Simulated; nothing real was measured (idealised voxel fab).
Process module, titled voxel self aligned contacts
Shown is cross-section cut, with a width of 230 nm and square cells of size 5 nm.
When this document writes out a cross-section, it uses a grid of square cells and lists it as bands, beginning at the top and moving down, with a band standing for one or more rows of cells. Basically the band line says how high the top is and how high the bottom is, in nm, and then what's in it from left to right, every material with its width in nm. Empty space shows up as "empty", and if a single material carries "all across" it runs the full band edge to edge. Heights are reckoned from 0. Under this level, the received wafer is all of one material. The bottommost band is open-ended downward, for example "z 0 and below". You'd read "30 to 40" like this: the band's top row of cells is as wide as the first number, its bottom row is as wide as the second, and going down, every row changes width by the same amount as the row before did. For the purposes of this document, the phrase "nothing got changed" attached to a step denotes that no cell within the cross-section was modified by that step. Enclosed voids (no open way to top), threshold 8 cells or more, entry "Unvented internal voids", notation width x height at distance, distance from left edge, nm. On a step's line, text after the settings is the simulator commenting on that step. The "overlay nm" setting may appear on a step's line; for a step that uses a mask, it gives how far to the right of its planned position the mask lay, and a negative value indicates the left.

## Here's what the planned process steps look like
- 1: RECEIVE (material Si)
- 2: CONFORMAL_DEP (material SiO2; thk nm 5)
- 3: DIRECTIONAL_DEP (material polySi; thk nm 20)
- 4: DIRECTIONAL_DEP (material SiN; thk nm 15)
- 5: DIRECTIONAL_DEP (material aC; thk nm 15)
- 6: PATTERN (tone cover; mask id GATE; material resist; width nm 25; pitch nm 50; thk nm 30; overlay nm 0)
- 7: DIRECTIONAL_ETCH (etch materials aC; depth nm 15)
- 8: STRIP (etch materials resist)
- 9: DIRECTIONAL_ETCH (etch materials SiN; depth nm 15)
- 10: DIRECTIONAL_ETCH (etch materials polySi; depth nm 20)
- 11: STRIP (etch materials aC)
- 12: CONFORMAL_DEP (material SiN; thk nm 5)
- 13: DIRECTIONAL_ETCH (etch materials SiN; depth nm 5)
- 14: FILL_DEP (material SiO2; thk nm 15)
- 15: CMP (height nm 50)
- 16: PATTERN (tone open; mask id CONTACT; material resist; width nm 35; thk nm 15; overlay nm 0)
- 17: DIRECTIONAL_ETCH (etch materials SiO2; depth nm 50)
- 18: STRIP (etch materials resist)
- 19: CONFORMAL_DEP (material TiN; thk nm 5)
- 20: FILL_DEP (material Ru; thk nm 10)
- 21: CMP (height nm 50)
- 22: CONFORMAL_DEP (material SiN; thk nm 5)

## Run as planned: first of two wafers

## Wafer as received: cross-section following step 1
- z 0 and below | Si all across
- Unvented internal voids: none

## Sectional view: wafer, after step 2
- z 5 to 0 | SiO2 all across
- Anything lower than 0 is untouched.

## Sectional view: wafer, after step 3
- z 25 to 5 | polySi all across
- Anything lower than 5 is untouched.

## Sectional view: wafer, after step 4
- z 40 to 25 | SiN all across
- Anything lower than 25 is untouched.

## Sectional view: wafer, after step 5
- z 55 to 40 | aC all across
- Anything lower than 40 is untouched.

## Sectional view: wafer, after step 6
- z 85 to 55 | 75 empty, 25 resist, 25 empty, 25 resist, 80 empty
- Anything lower than 55 is untouched.

## Sectional view: wafer, after step 7
- z 70 to 55 | 75 empty, 25 resist, 25 empty, 25 resist, 80 empty
- z 55 to 40 | 75 empty, 25 aC, 25 empty, 25 aC, 80 empty
- Anything lower than 40 is untouched.

## Sectional view: wafer, after step 8
- z 55 to 40 | 75 empty, 25 aC, 25 empty, 25 aC, 80 empty
- Anything lower than 40 is untouched.

## Sectional view: wafer, after step 9
- z 55 to 40 | 75 empty, 25 aC, 25 empty, 25 aC, 80 empty
- z 40 to 25 | 75 empty, 25 SiN, 25 empty, 25 SiN, 80 empty
- Anything lower than 25 is untouched.

## Sectional view: wafer, after step 10
- z 55 to 40 | 75 empty, 25 aC, 25 empty, 25 aC, 80 empty
- z 40 to 25 | 75 empty, 25 SiN, 25 empty, 25 SiN, 80 empty
- z 25 to 5 | 75 empty, 25 polySi, 25 empty, 25 polySi, 80 empty
- Anything lower than 5 is untouched.

## Sectional view: wafer, after step 11
- z 40 to 25 | 75 empty, 25 SiN, 25 empty, 25 SiN, 80 empty
- Anything lower than 25 is untouched.

## Sectional view: wafer, after step 12
- z 45 to 25 | 70 empty, 35 SiN, 15 empty, 35 SiN, 75 empty
- z 25 to 10 | 70 empty, 5 SiN, 25 polySi, 5 SiN, 15 empty, 5 SiN, 25 polySi, 5 SiN, 75 empty
- z 10 to 5 | 75 SiN, 25 polySi, 25 SiN, 25 polySi, 80 SiN
- Anything lower than 5 is untouched.

## Sectional view: wafer, after step 13
- z 40 to 25 | 70 empty, 35 SiN, 15 empty, 35 SiN, 75 empty
- z 25 to 5 | 70 empty, 5 SiN, 25 polySi, 5 SiN, 15 empty, 5 SiN, 25 polySi, 5 SiN, 75 empty
- Anything lower than 5 is untouched.

## Sectional view: wafer, after step 14
- z 55 to 40 | SiO2 all across
- z 40 to 25 | 70 SiO2, 35 SiN, 15 SiO2, 35 SiN, 75 SiO2
- z 25 to 5 | 70 SiO2, 5 SiN, 25 polySi, 5 SiN, 15 SiO2, 5 SiN, 25 polySi, 5 SiN, 75 SiO2
- Anything lower than 5 is untouched.

## Sectional view: wafer, after step 15
- z 50 to 40 | SiO2 all across
- Anything lower than 40 is untouched.

## Sectional view: wafer, after step 16
- z 65 to 50 | 95 resist, 35 empty, 100 resist
- Anything lower than 50 is untouched.

## Sectional view: wafer, after step 17
- z 65 to 50 | 95 resist, 35 empty, 100 resist
- z 50 to 40 | 95 SiO2, 35 empty, 100 SiO2
- z 40 to 25 | 70 SiO2, 35 SiN, 15 empty, 35 SiN, 75 SiO2
- z 25 to 5 | 70 SiO2, 5 SiN, 25 polySi, 5 SiN, 15 empty, 5 SiN, 25 polySi, 5 SiN, 75 SiO2
- z 5 to 0 | 105 SiO2, 15 empty, 110 SiO2
- Anything lower than 0 is untouched.

## Sectional view: wafer, after step 18
- z 50 to 40 | 95 SiO2, 35 empty, 100 SiO2
- Anything lower than 40 is untouched.

## Sectional view: wafer, after step 19
- z 55 to 50 | 100 TiN, 25 empty, 105 TiN
- z 50 to 40 | 95 SiO2, 5 to 15 TiN, 25 to 5 empty, 5 to 15 TiN, 100 SiO2
- z 40 to 25 | 70 SiO2, 35 SiN, 5 TiN, 5 empty, 5 TiN, 35 SiN, 75 SiO2
- z 25 to 5 | 70 SiO2, 5 SiN, 25 polySi, 5 SiN, 5 TiN, 5 empty, 5 TiN, 5 SiN, 25 polySi, 5 SiN, 75 SiO2
- z 5 to 0 | 105 SiO2, 15 TiN, 110 SiO2
- Anything lower than 0 is untouched.

## Sectional view: wafer, after step 20
- z 65 to 55 | Ru all across
- z 55 to 50 | 100 TiN, 25 Ru, 105 TiN
- z 50 to 40 | 95 SiO2, 5 to 15 TiN, 25 to 5 Ru, 5 to 15 TiN, 100 SiO2
- z 40 to 25 | 70 SiO2, 35 SiN, 5 TiN, 5 Ru, 5 TiN, 35 SiN, 75 SiO2
- z 25 to 5 | 70 SiO2, 5 SiN, 25 polySi, 5 SiN, 5 TiN, 5 Ru, 5 TiN, 5 SiN, 25 polySi, 5 SiN, 75 SiO2
- Anything lower than 5 is untouched.

## Sectional view: wafer, after step 21
- z 50 to 40 | 95 SiO2, 5 to 15 TiN, 25 to 5 Ru, 5 to 15 TiN, 100 SiO2
- Anything lower than 40 is untouched.

## Sectional view: wafer, after step 22
- z 55 to 50 | SiN all across
- Anything lower than 50 is untouched.

## Regarding the second of the two wafers: it shared the first wafer's starting condition and process plan, yet one error occurred during its execution. Its history coincides with that of the first wafer up to and including step 14

## Second wafer, sectioned view, at step 15's planned end time
- z 40 to 25 | 70 SiO2, 35 SiN, 15 SiO2, 35 SiN, 75 SiO2
- Anything lower than 25 is untouched.

## Second wafer, sectioned view, at step 16's planned end time
- z 55 to 40 | 95 resist, 35 empty, 100 resist
- Anything lower than 40 is untouched.

## Second wafer, sectioned view, at step 17's planned end time
- z 55 to 40 | 95 resist, 35 empty, 100 resist
- z 40 to 25 | 70 SiO2, 35 SiN, 15 empty, 35 SiN, 75 SiO2
- z 25 to 5 | 70 SiO2, 5 SiN, 25 polySi, 5 SiN, 15 empty, 5 SiN, 25 polySi, 5 SiN, 75 SiO2
- z 5 to 0 | 105 SiO2, 15 empty, 110 SiO2
- Anything lower than 0 is untouched.

## Second wafer, sectioned view, at step 18's planned end time
- z 40 to 25 | 70 SiO2, 35 SiN, 15 empty, 35 SiN, 75 SiO2
- Anything lower than 25 is untouched.

## Second wafer, sectioned view, at step 19's planned end time
- z 45 to 40 | 110 TiN, 5 empty, 115 TiN
- z 40 to 25 | 70 SiO2, 35 SiN, 5 TiN, 5 empty, 5 TiN, 35 SiN, 75 SiO2
- z 25 to 5 | 70 SiO2, 5 SiN, 25 polySi, 5 SiN, 5 TiN, 5 empty, 5 TiN, 5 SiN, 25 polySi, 5 SiN, 75 SiO2
- z 5 to 0 | 105 SiO2, 15 TiN, 110 SiO2
- Anything lower than 0 is untouched.

## Second wafer, sectioned view, at step 20's planned end time
- z 55 to 45 | Ru all across
- z 45 to 40 | 110 TiN, 5 Ru, 115 TiN
- z 40 to 25 | 70 SiO2, 35 SiN, 5 TiN, 5 Ru, 5 TiN, 35 SiN, 75 SiO2
- z 25 to 5 | 70 SiO2, 5 SiN, 25 polySi, 5 SiN, 5 TiN, 5 Ru, 5 TiN, 5 SiN, 25 polySi, 5 SiN, 75 SiO2
- Anything lower than 5 is untouched.

## Second wafer, sectioned view, at step 21's planned end time
- z 50 to 45 | Ru all across
- Anything lower than 45 is untouched.

## Second wafer, sectioned view, at step 22's planned end time
- z 55 to 50 | SiN all across
- Anything lower than 50 is untouched.
Deviation from plan: planned and actual differ for step 15; actual: CMP (height nm 40)
The second wafer ends with more or fewer cells of some materials than the first, per final count: +41 Ru | -78 SiO2 | +37 TiN
